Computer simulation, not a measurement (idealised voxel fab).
Process module name: voxel local oxidation
Cross-section cut spans 165 nm and uses square cells 5 nm in size.
How to read a cross-section here: the picture is a grid of square cells, written as bands going from the top down, and any band can span one or more rows of cells.
Read a band's entry like this: the first values are the height of its top and the height of its bottom in nm, and what follows is the sequence of materials from left to right, each with its width in nm. Note that "air" is empty space, and that a single material marked "throughout" reaches across the band from edge to edge.
Heights are reckoned from 0. Under this level, the received wafer is all of one material. The bottommost band is open-ended downward, for example "0 and below".
The width entry "30 to 40" should be interpreted row by row: the top row of cells in the band takes the first number, the bottom row takes the second number, and the change between adjacent rows is uniform throughout.
Basically "remained unchanged" means that step didn't change any cell in the cross-section.
Basically, "Closed internal cavities" tells you about the enclosed voids: empty spaces with no open way to the top, 8 cells or bigger, each written width x height at distance, where distance is from the left edge, all in nm.
Where a step's line continues beyond its settings, the continuation is a remark by the simulator itself on that step.
Regarding "overlay nm": on a step with a mask, it is the distance the mask lay to the right of its planned place; a negative value places it to the left.
So here's the lineup of process steps we planned
1: RECEIVE, material Si
2: OXIDIZE, depth nm 5
3: CONFORMAL_DEP, material SiN, thk nm 10
4: PATTERN, tone cover, mask id ACTIVE, material resist, width nm 105, thk nm 15, overlay nm 0
5: DIRECTIONAL_ETCH, etch materials SiN, depth nm 10
6: STRIP, etch materials resist
7: SELECTIVE_ETCH, etch materials SiO2, depth nm 5
8: OXIDIZE, depth nm 15
9: STRIP, etch materials SiN
Account of the first of two wafers, which was processed as intended
As-received state of the wafer in cross-section, equivalent to post-step 1
> 0 and below  Si throughout
> Closed internal cavities: none
Take a look at the wafer's cross-section after step 2
> 0 down to -5  SiO2 throughout
> Below -5 it's all the same as before, nothing changed down there.
Take a look at the wafer's cross-section after step 3
> 10 down to 0  SiN throughout
> Below 0 it's all the same as before, nothing changed down there.
Take a look at the wafer's cross-section after step 4
> 25 down to 10  air (30), then resist (105), then air (30)
> Below 10 it's all the same as before, nothing changed down there.
Take a look at the wafer's cross-section after step 5
> 25 down to 10  air (30), then resist (105), then air (30)
> 10 down to 0  air (30), then SiN (105), then air (30)
> Below 0 it's all the same as before, nothing changed down there.
Take a look at the wafer's cross-section after step 6
> 10 down to 0  air (30), then SiN (105), then air (30)
> Below 0 it's all the same as before, nothing changed down there.
Take a look at the wafer's cross-section after step 7
> 10 down to 0  air (30), then SiN (105), then air (30)
> 0 down to -5  air (35), then SiO2 (95), then air (35)
> Below -5 it's all the same as before, nothing changed down there.
Take a look at the wafer's cross-section after step 8
> 10 down to 0  air (30), then SiN (105), then air (30)
> 0 down to -5  air (35), then SiO2 (95), then air (35)
> -5 down to -20  SiO2 (50), then Si (65), then SiO2 (50)
> Below -20 it's all the same as before, nothing changed down there.
Take a look at the wafer's cross-section after step 9
> 0 down to -5  air (35), then SiO2 (95), then air (35)
> Below -5 it's all the same as before, nothing changed down there.
Second wafer - shared start and plan with the first - one error in running - same as the first up to step 7 inclusive
Second wafer at the planned finish of step 8, seen in cross-section
> 10 down to 0  air (30), then SiN (105), then air (30)
> 0 down to -5  air (35), then SiO2 (95), then air (35)
> -5 down to -15  SiO2 (45), then Si (75), then SiO2 (45)
> Below -15 it's all the same as before, nothing changed down there.
Second wafer at the planned finish of step 9, seen in cross-section
> 0 down to -5  air (35), then SiO2 (95), then air (35)
> Below -5 it's all the same as before, nothing changed down there.
Diagnosis: step 8 ran as: OXIDIZE, depth nm 10
Final comparison by cell count, materials where the second wafer has more or fewer than the first: +24 Si; -24 SiO2
